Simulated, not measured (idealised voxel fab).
process module | voxel released beams
cross-section cut | 255 nm wide | cells 5 nm
A cross-section is a grid of square cells, given in bands from the top down. A band is one or more rows of cells.
Each band's line starts with the height of the band's top and of its bottom, in nm. Then come its materials from left to right, each with its width in nm. One material with "throughout" fills the band from edge to edge. "air" is empty space.
Height 0 is the level under which the wafer as received is all one material. The lowest band goes on downwards, as in "0 down".
A width such as "30 to 40" changes by the same amount from each row of cells to the next, from the band's top row to its bottom row.
"no change" after a step means that no cell of the cross-section changed.
closed voids: empty space of 8 cells or more with no open way to the top, each as width x height at its distance from the left edge, in nm
after a step's settings: what the simulator itself notes on the step
overlay nm, on a step with a mask: how far to the right of its planned place the mask lay; to the left if negative
plan
1 op RECEIVE | material Si
2 op CONFORMAL_DEP | material SiN | thk nm 5
3 op DIRECTIONAL_DEP | material SiO2 | thk nm 15
4 op DIRECTIONAL_DEP | material aC | thk nm 10
5 op PATTERN | tone open | mask id ANCHOR | material resist | width nm 35 | thk nm 30 | overlay nm 0
6 op DIRECTIONAL_ETCH | etch materials aC | depth nm 10
7 op STRIP | etch materials resist
8 op DIRECTIONAL_ETCH | etch materials SiO2 | depth nm 15
9 op STRIP | etch materials aC
10 op CONFORMAL_DEP | material TiN | thk nm 15
11 op DIRECTIONAL_DEP | material aC | thk nm 10
12 op PATTERN | tone cover | mask id BEAM | material resist | width nm 80 | thk nm 25 | overlay nm -15
13 op DIRECTIONAL_ETCH | etch materials aC | depth nm 10
14 op STRIP | etch materials resist
15 op DIRECTIONAL_ETCH | etch materials TiN | depth nm 15
16 op STRIP | etch materials aC
17 op STRIP | etch materials SiO2
varied across the wafers: overlay nm of step 12. The plan shows the first wafer's value. All wafers start alike
first wafer as received, after step 1
  0 down: Si throughout
  closed voids: none
each wafer at the end: cells of each material gained (+) or lost (-) since it was received, then its closed voids
overlay nm -15 | +51 SiN | +66 TiN | closed voids: none
overlay nm -10 | +51 SiN | +66 TiN | closed voids: none
overlay nm -5 | +51 SiN | +66 TiN | closed voids: none
overlay nm 0 | +51 SiN | +66 TiN | closed voids: none
overlay nm 5 | +51 SiN | +66 TiN | closed voids: none
overlay nm 10 | +51 SiN | +66 TiN | closed voids: none
overlay nm 15 | +51 SiN | +66 TiN | closed voids: none
